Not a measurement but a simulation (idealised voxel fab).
process module | voxel ribs on slabs
cross-section cut | 290 nm wide | cells 5 nm
A cross-section is a grid of square cells, given in bands from the top down. A band is one or more rows of cells.
Each band's line starts with the height of the band's top and of its bottom, in nm. Then come its materials from left to right, each with its width in nm. One material with "throughout" fills the band from edge to edge. "air" is empty space.
Height 0 is the level under which the wafer as received is all one material. The lowest band goes on downwards, as in "0 down".
A width such as "30 to 40" changes by the same amount from each row of cells to the next, from the band's top row to its bottom row.
"no change" after a step means that no cell of the cross-section changed.
closed voids: empty space of 8 cells or more with no open way to the top, each as width x height at its distance from the left edge, in nm
after a step's settings: what the simulator itself notes on the step
overlay nm, on a step with a mask: how far to the right of its planned place the mask lay; to the left if negative
plan
1 op RECEIVE | material Si
2 op DIRECTIONAL_DEP | material SiO2 | thk nm 30
3 op DIRECTIONAL_DEP | material SiN | thk nm 15
4 op DIRECTIONAL_DEP | material aC | thk nm 15
5 op PATTERN | tone cover | mask id RIB | material resist | width nm 15 | thk nm 35 | overlay nm 0
6 op DIRECTIONAL_ETCH | etch materials aC | depth nm 15
7 op STRIP | etch materials resist
8 op DIRECTIONAL_ETCH | etch materials SiN | depth nm 10
9 op STRIP | etch materials aC
10 op DIRECTIONAL_DEP | material aC | thk nm 10
11 op PATTERN | tone cover | mask id SLAB | material resist | width nm 65 | thk nm 30 | overlay nm 0
12 op DIRECTIONAL_ETCH | etch materials aC | depth nm 10
13 op STRIP | etch materials resist
14 op DIRECTIONAL_ETCH | etch materials SiN | depth nm 5
15 op STRIP | etch materials aC
16 op FILL_DEP | material SiO2 | thk nm 25
17 op CMP | height nm 65
18 op DIRECTIONAL_DEP | material TiN | thk nm 10
19 op MASKED_ETCH | tone cover | mask id HEATER | width nm 25 | etch materials TiN | depth nm 10 | overlay nm 0
20 op CONFORMAL_DEP | material SiO2 | thk nm 5
as received, after step 1
  0 down: Si throughout
  closed voids: none
first wafer at the end, as planned
  80 to 75: air 125 | SiO2 35 | air 130
  75 to 70: air 125 | SiO2 5 | TiN 25 | SiO2 5 | air 130
  70 to 65: SiO2 130 | TiN 25 | SiO2 135
  65 to 45: SiO2 throughout
  45 to 35: SiO2 135 | SiN 15 | SiO2 140
  35 to 30: SiO2 110 | SiN 65 | SiO2 115
  30 to 0: SiO2 throughout
  0 down: Si throughout
  closed voids: none
second wafer at the end: like start, like plan, one mistake
  75 to 65: air 130 | TiN 25 | air 135
  65 to 45: SiO2 throughout
  45 to 35: SiO2 135 | SiN 15 | SiO2 140
  35 to 30: SiO2 110 | SiN 65 | SiO2 115
  30 to 0: SiO2 throughout
  0 down: Si throughout
  closed voids: none
what went wrong: step 20 was left out
at the end the second wafer has, in cells: 62 fewer of SiO2
